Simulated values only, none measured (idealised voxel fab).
You're looking at the process module voxel fin reveal.
This is section cut - it's 235 nm across, gridded in 5 nm square cells.
This document writes a cross-section as a grid whose cells are square, and gives it as bands, listed from the top down; one or more rows of cells form a band.
The entry gives the band's vertical extent as a top height and a bottom height in nm, then its horizontal make-up as materials from left to right, each with a width in nm. "air" stands for empty space; a single material marked "edge to edge" fills the band edge to edge.
Heights are measured from 0, the level below which the as-received wafer is all one material; the lowest band has no bottom and continues downward, written as in "from 0 down".
Quick explanation for "30->40": the width changes in equal steps down the rows of cells, from the first number in the band's top row to the second number in its bottom row.
A step reported as "nothing changed" is a step in which no cell of the cross-section changed.
This entry, "Sealed voids", enumerates those empty regions of no fewer than 8 cells that possess no open connection to the top. Each region is reported in the form width x height at distance, the distance being taken from the left edge, with all three quantities expressed in nm.
Text after the settings on a step's line: the simulator's own remark on that step.
The line of a step may include "overlay nm". On a step with a mask, this value is how far to the right of its planned place the mask lay. A negative value means the mask lay to the left.

[Intended process steps]
1: RECEIVE [material Si]
2: CONFORMAL_DEP [material SiN] [thk nm 5]
3: DIRECTIONAL_DEP [material aC] [thk nm 15]
4: PATTERN [tone cover] [mask id FINS] [material resist] [width nm 15] [pitch nm 45] [thk nm 30] [overlay nm 0]
5: DIRECTIONAL_ETCH [etch materials aC] [depth nm 15]
6: STRIP [etch materials resist]
7: DIRECTIONAL_ETCH [etch materials SiN] [depth nm 5]
8: DIRECTIONAL_ETCH [etch materials Si] [depth nm 40]
9: STRIP [etch materials aC]
10: FILL_DEP [material SiO2] [thk nm 10]
11: CMP [height nm 5]
12: SELECTIVE_ETCH [etch materials SiO2] [depth nm 35]
13: STRIP [etch materials SiN]

[Wafer, first of two, run as planned]

[So this is the incoming wafer in cross-section - it's already been through step 1]
	from 0 down: Si edge to edge
	Sealed voids: none

[Cross-section of the wafer after step 2]
	from 5 to 0: SiN edge to edge
	Below 0, no change.

[Cross-section of the wafer after step 3]
	from 20 to 5: aC edge to edge
	Below 5, no change.

[Cross-section of the wafer after step 4]
	from 50 to 20: air (40); resist (15); air (30); resist (15); air (30); resist (15); air (30); resist (15); air (45)
	Below 20, no change.

[Cross-section of the wafer after step 5]
	from 35 to 20: air (40); resist (15); air (30); resist (15); air (30); resist (15); air (30); resist (15); air (45)
	from 20 to 5: air (40); aC (15); air (30); aC (15); air (30); aC (15); air (30); aC (15); air (45)
	Below 5, no change.

[Cross-section of the wafer after step 6]
	from 20 to 5: air (40); aC (15); air (30); aC (15); air (30); aC (15); air (30); aC (15); air (45)
	Below 5, no change.

[Cross-section of the wafer after step 7]
	from 20 to 5: air (40); aC (15); air (30); aC (15); air (30); aC (15); air (30); aC (15); air (45)
	from 5 to 0: air (40); SiN (15); air (30); SiN (15); air (30); SiN (15); air (30); SiN (15); air (45)
	Below 0, no change.

[Cross-section of the wafer after step 8]
	from 20 to 5: air (40); aC (15); air (30); aC (15); air (30); aC (15); air (30); aC (15); air (45)
	from 5 to 0: air (40); SiN (15); air (30); SiN (15); air (30); SiN (15); air (30); SiN (15); air (45)
	from 0 to -40: air (40); Si (15); air (30); Si (15); air (30); Si (15); air (30); Si (15); air (45)
	Below -40, no change.

[Cross-section of the wafer after step 9]
	from 5 to 0: air (40); SiN (15); air (30); SiN (15); air (30); SiN (15); air (30); SiN (15); air (45)
	Below 0, no change.

[Cross-section of the wafer after step 10]
	from 15 to 5: SiO2 edge to edge
	from 5 to 0: SiO2 (40); SiN (15); SiO2 (30); SiN (15); SiO2 (30); SiN (15); SiO2 (30); SiN (15); SiO2 (45)
	from 0 to -40: SiO2 (40); Si (15); SiO2 (30); Si (15); SiO2 (30); Si (15); SiO2 (30); Si (15); SiO2 (45)
	Below -40, no change.

[Cross-section of the wafer after step 11]
	from 5 to 0: SiO2 (40); SiN (15); SiO2 (30); SiN (15); SiO2 (30); SiN (15); SiO2 (30); SiN (15); SiO2 (45)
	Below 0, no change.

[Cross-section of the wafer after step 12]
	from 5 to 0: air (40); SiN (15); air (30); SiN (15); air (30); SiN (15); air (30); SiN (15); air (45)
	from 0 to -30: air (40); Si (15); air (30); Si (15); air (30); Si (15); air (30); Si (15); air (45)
	Below -30, no change.

[Cross-section of the wafer after step 13]
	from 0 to -30: air (40); Si (15); air (30); Si (15); air (30); Si (15); air (30); Si (15); air (45)
	Below -30, no change.

[Second wafer: same start and same plan as the first, one execution error; identical to the first through step 3]

[Cross-section of the second wafer when, according to plan, step 4 should have finished]
	from 50 to 20: air (40); resist (20); air (25); resist (20); air (25); resist (20); air (25); resist (20); air (40)
	Below 20, no change.

[Cross-section of the second wafer when, according to plan, step 5 should have finished]
	from 35 to 20: air (40); resist (20); air (25); resist (20); air (25); resist (20); air (25); resist (20); air (40)
	from 20 to 5: air (40); aC (20); air (25); aC (20); air (25); aC (20); air (25); aC (20); air (40)
	Below 5, no change.

[Cross-section of the second wafer when, according to plan, step 6 should have finished]
	from 20 to 5: air (40); aC (20); air (25); aC (20); air (25); aC (20); air (25); aC (20); air (40)
	Below 5, no change.

[Cross-section of the second wafer when, according to plan, step 7 should have finished]
	from 20 to 5: air (40); aC (20); air (25); aC (20); air (25); aC (20); air (25); aC (20); air (40)
	from 5 to 0: air (40); SiN (20); air (25); SiN (20); air (25); SiN (20); air (25); SiN (20); air (40)
	Below 0, no change.

[Cross-section of the second wafer when, according to plan, step 8 should have finished]
	from 20 to 5: air (40); aC (20); air (25); aC (20); air (25); aC (20); air (25); aC (20); air (40)
	from 5 to 0: air (40); SiN (20); air (25); SiN (20); air (25); SiN (20); air (25); SiN (20); air (40)
	from 0 to -40: air (40); Si (20); air (25); Si (20); air (25); Si (20); air (25); Si (20); air (40)
	Below -40, no change.

[Cross-section of the second wafer when, according to plan, step 9 should have finished]
	from 5 to 0: air (40); SiN (20); air (25); SiN (20); air (25); SiN (20); air (25); SiN (20); air (40)
	Below 0, no change.

[Cross-section of the second wafer when, according to plan, step 10 should have finished]
	from 15 to 5: SiO2 edge to edge
	from 5 to 0: SiO2 (40); SiN (20); SiO2 (25); SiN (20); SiO2 (25); SiN (20); SiO2 (25); SiN (20); SiO2 (40)
	from 0 to -40: SiO2 (40); Si (20); SiO2 (25); Si (20); SiO2 (25); Si (20); SiO2 (25); Si (20); SiO2 (40)
	Below -40, no change.

[Cross-section of the second wafer when, according to plan, step 11 should have finished]
	from 5 to 0: SiO2 (40); SiN (20); SiO2 (25); SiN (20); SiO2 (25); SiN (20); SiO2 (25); SiN (20); SiO2 (40)
	Below 0, no change.

[Cross-section of the second wafer when, according to plan, step 12 should have finished]
	from 5 to 0: air (40); SiN (20); air (25); SiN (20); air (25); SiN (20); air (25); SiN (20); air (40)
	from 0 to -30: air (40); Si (20); air (25); Si (20); air (25); Si (20); air (25); Si (20); air (40)
	Below -30, no change.

[Cross-section of the second wafer when, according to plan, step 13 should have finished]
	from 0 to -30: air (40); Si (20); air (25); Si (20); air (25); Si (20); air (25); Si (20); air (40)
	Below -30, no change.
Short version of what went wrong: off-plan run, step 4, actual operation and settings PATTERN [tone cover] [mask id FINS] [material resist] [width nm 20] [pitch nm 45] [thk nm 30] [overlay nm 0]
Bottom line after processing is that, in cells, the second wafer is up or down on some materials versus the first: +32 Si; -8 SiO2
